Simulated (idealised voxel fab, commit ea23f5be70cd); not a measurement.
Title: Process Module voxel spacer lines
The width of the displayed cross-section, cut, is 185 nm; its cells are square, with a size of 5 nm.
We lay out every cross-section as a grid of square cells and spell it out in bands from the top down, where one band means one or more rows of cells.
First you get the band's top height and its bottom height, in nm, and then the materials it's made of, left to right, with each width in nm. If you see a single material with "throughout", that one covers the band edge to edge. "blank" is empty space.
Convention: height 0 is the level below which the wafer, as received, is all one material. The lowest band does not terminate at the bottom but continues downward, represented as "0 down".
Width spec "30 to 40" -> top row of cells at first value, bottom row at second value, equal per-row change in between.
Given "no modification" for a step, no cell of the cross-section differs between before and after that step.
"Internal closed voids" means: voids of 8 cells or more that are shut off from the top with no open way through. Written width x height at distance, distance from the left edge, in nm.
after a step's settings: what the simulator itself notes on the step
"overlay nm" on a masked step: distance the mask lay right of its planned place, negative for left.

[This section lists the process steps that were planned]
1 RECEIVE: material Si
2 CONFORMAL_DEP: material Al2O3, thk nm 10
3 DIRECTIONAL_DEP: material W, thk nm 10
4 DIRECTIONAL_DEP: material polySi, thk nm 25
5 PATTERN: tone cover, mask id MANDREL, material resist, width nm 15, pitch nm 50, thk nm 30, overlay nm 0
6 DIRECTIONAL_ETCH: etch materials polySi, depth nm 25
7 STRIP: etch materials resist
8 CONFORMAL_DEP: material SiO2, thk nm 10
9 DIRECTIONAL_ETCH: etch materials SiO2, depth nm 10
10 STRIP: etch materials polySi
11 DIRECTIONAL_ETCH: etch materials W, depth nm 10
12 STRIP: etch materials SiO2
13 FILL_DEP: material lowk, thk nm 10
14 CMP: height nm 20

[Step 1 complete: cross-section of the wafer as received]
> 0 down  Si throughout
> Internal closed voids: none

[First of two wafers, end-of-module section, run followed plan]
> 20 to 10  lowk 50 | W 10 | lowk 15 | W 10 | lowk 15 | W 10 | lowk 15 | W 10 | lowk 50
> 10 to 0  Al2O3 throughout
> 0 down  Si throughout
> Internal closed voids: none

[Cross-sectional image of the second wafer of the two following completion of the module. Starting state and process plan were the same as for the first wafer; one execution error occurred]
> 20 to 10  lowk 60 | W 10 | lowk 15 | W 10 | lowk 15 | W 10 | lowk 15 | W 10 | lowk 40
> 10 to 0  Al2O3 throughout
> 0 down  Si throughout
> Internal closed voids: none
What went wrong in running the wafer? step 5: run off-plan, actual operation and settings PATTERN: tone cover, mask id MANDREL, material resist, width nm 15, pitch nm 50, thk nm 30, overlay nm 10
Both wafers, final: cells per material equal; arrangement not.
